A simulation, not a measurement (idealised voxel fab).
You're looking at the process module voxel wiring stack.
Pictured: cross-section cut, 200 nm wide, on a grid of 5 nm square cells.
Format of a cross-section: grid, square cells. Given as bands. Order: top down. Band: one or more rows of cells. Top height, bottom height, nm. Materials left to right, width each, nm. Single material + "edge to edge" = fills band edge to edge. "empty" = empty. Zero point of the height axis is 0; under it, received wafer = one material. Lowest band: continues down indefinitely, "0..down". A width given as "30 to 40" starts at the first number in the band's top row and ends at the second number in its bottom row, shifting by an equal amount at every step from row to row. It should be understood that the words "stayed the same", when stated for a given step, signify that the cross-section underwent no change in any of its cells during that step. Reported under the label "Voids, sealed" are the empty spaces having no open way to the top and comprising 8 cells or more; the notation for each is width x height at distance, in which the distance is measured from the left edge and all three values are in nm. Text after the settings on a step's line: the simulator's own remark on that step. overlay nm: on a step with a mask, how far right of its planned place the mask lay; negative means left.
List of planned process steps
1: RECEIVE,material Si
2: CONFORMAL_DEP,material SiO2,thk nm 15
3: DIRECTIONAL_DEP,material TiN,thk nm 5
4: DIRECTIONAL_DEP,material W,thk nm 25
5: PATTERN,tone cover,mask id METAL_1,material resist,width nm 25,pitch nm 55,thk nm 20,overlay nm 0
6: DIRECTIONAL_ETCH,etch materials W,depth nm 25
7: DIRECTIONAL_ETCH,etch materials TiN,depth nm 5
8: STRIP,etch materials resist
9: CONFORMAL_DEP,material SiCN,thk nm 5
10: FILL_DEP,material lowk,thk nm 5
11: CMP,height nm 45
12: CONFORMAL_DEP,material SiCN,thk nm 5
13: DIRECTIONAL_DEP,material lowk,thk nm 20
14: DIRECTIONAL_DEP,material aC,thk nm 15
15: PATTERN,tone open,mask id PLUG_1,material resist,width nm 15,thk nm 30,overlay nm 0
16: DIRECTIONAL_ETCH,etch materials aC,depth nm 15
17: STRIP,etch materials resist
18: DIRECTIONAL_ETCH,etch materials lowk,depth nm 20
19: DIRECTIONAL_ETCH,etch materials SiCN,depth nm 5
20: STRIP,etch materials aC
21: EPI,material Ru,thk nm 10
22: EPI,material Ru,thk nm 10
23: EPI,material Ru,thk nm 5
24: DIRECTIONAL_DEP,material TiN,thk nm 5
25: DIRECTIONAL_DEP,material Ru,thk nm 20
26: DIRECTIONAL_DEP,material aC,thk nm 15
27: PATTERN,tone cover,mask id METAL_2,material resist,width nm 25,pitch nm 55,thk nm 30,overlay nm 0
28: DIRECTIONAL_ETCH,etch materials aC,depth nm 15
29: STRIP,etch materials resist
30: DIRECTIONAL_ETCH,etch materials Ru,depth nm 20
31: DIRECTIONAL_ETCH,etch materials TiN,depth nm 5
32: STRIP,etch materials aC
33: CONFORMAL_DEP,material SiN,thk nm 5
34: FILL_DEP,material SiO2,thk nm 10
35: CMP,height nm 95
36: CONFORMAL_DEP,material SiCN,thk nm 5
37: DIRECTIONAL_DEP,material lowk,thk nm 10
38: DIRECTIONAL_DEP,material aC,thk nm 10
39: PATTERN,tone open,mask id PLUG_2,material resist,width nm 15,pitch nm 55,thk nm 25,overlay nm 0
40: DIRECTIONAL_ETCH,etch materials aC,depth nm 10
41: STRIP,etch materials resist
42: DIRECTIONAL_ETCH,etch materials lowk,depth nm 10
43: DIRECTIONAL_ETCH,etch materials SiCN,depth nm 5
44: STRIP,etch materials aC
45: CONFORMAL_DEP,material TiN,thk nm 5
46: FILL_DEP,material Ru,thk nm 10
47: CMP,height nm 110
48: CONFORMAL_DEP,material SiN,thk nm 5
49: DIRECTIONAL_DEP,material SiO2,thk nm 25
50: PATTERN,tone open,mask id METAL_3,material resist,width nm 25,pitch nm 55,thk nm 20,overlay nm 0
51: DIRECTIONAL_ETCH,etch materials SiO2,depth nm 25
52: DIRECTIONAL_ETCH,etch materials SiN,depth nm 5
53: STRIP,etch materials resist
54: CONFORMAL_DEP,material TiN,thk nm 5
55: FILL_DEP,material Cu,thk nm 10
56: CMP,height nm 140
57: CONFORMAL_DEP,material SiCN,thk nm 5
as received, after step 1
	0..down: Si edge to edge
	Voids, sealed: none
What the wafer looks like in cross-section after this module, when it starts as shown above and follows the plan above but one mistake is made in running it
	145..140: SiCN edge to edge
	140..115: SiO2 60, then TiN 5, then Cu 15, then TiN 5, then SiO2 30, then TiN 5, then Cu 15, then TiN 5, then SiO2 60
	115..110: SiN 60, then TiN 25, then SiN 30, then TiN 25, then SiN 60
	110..100: lowk 60, then TiN 5, then Ru 5, then TiN 5, then lowk 40, then TiN 5, then Ru 5, then TiN 5, then lowk 70
	100..95: SiCN 60, then TiN 15, then SiCN 40, then TiN 15, then SiCN 70
	95..75: SiO2 55, then SiN 5, then Ru 25, then SiN 5, then SiO2 20, then SiN 5, then Ru 25, then SiN 5, then SiO2 55
	75..70: SiN 60, then TiN 25, then SiN 30, then TiN 25, then SiN 60
	70..50: lowk 60, then Ru 15, then lowk 125
	50..45: SiCN 60, then Ru 15, then SiCN 125
	45..20: lowk 55, then SiN 5, then W 25, then SiN 5, then lowk 20, then SiN 5, then W 25, then SiN 5, then lowk 55
	20..15: SiN 60, then TiN 25, then SiN 30, then TiN 25, then SiN 60
	15..0: SiO2 edge to edge
	0..down: Si edge to edge
	Voids, sealed: none
What was the processing mistake? step 9: run off-plan, actual operation and settings CONFORMAL_DEP,material SiN,thk nm 5
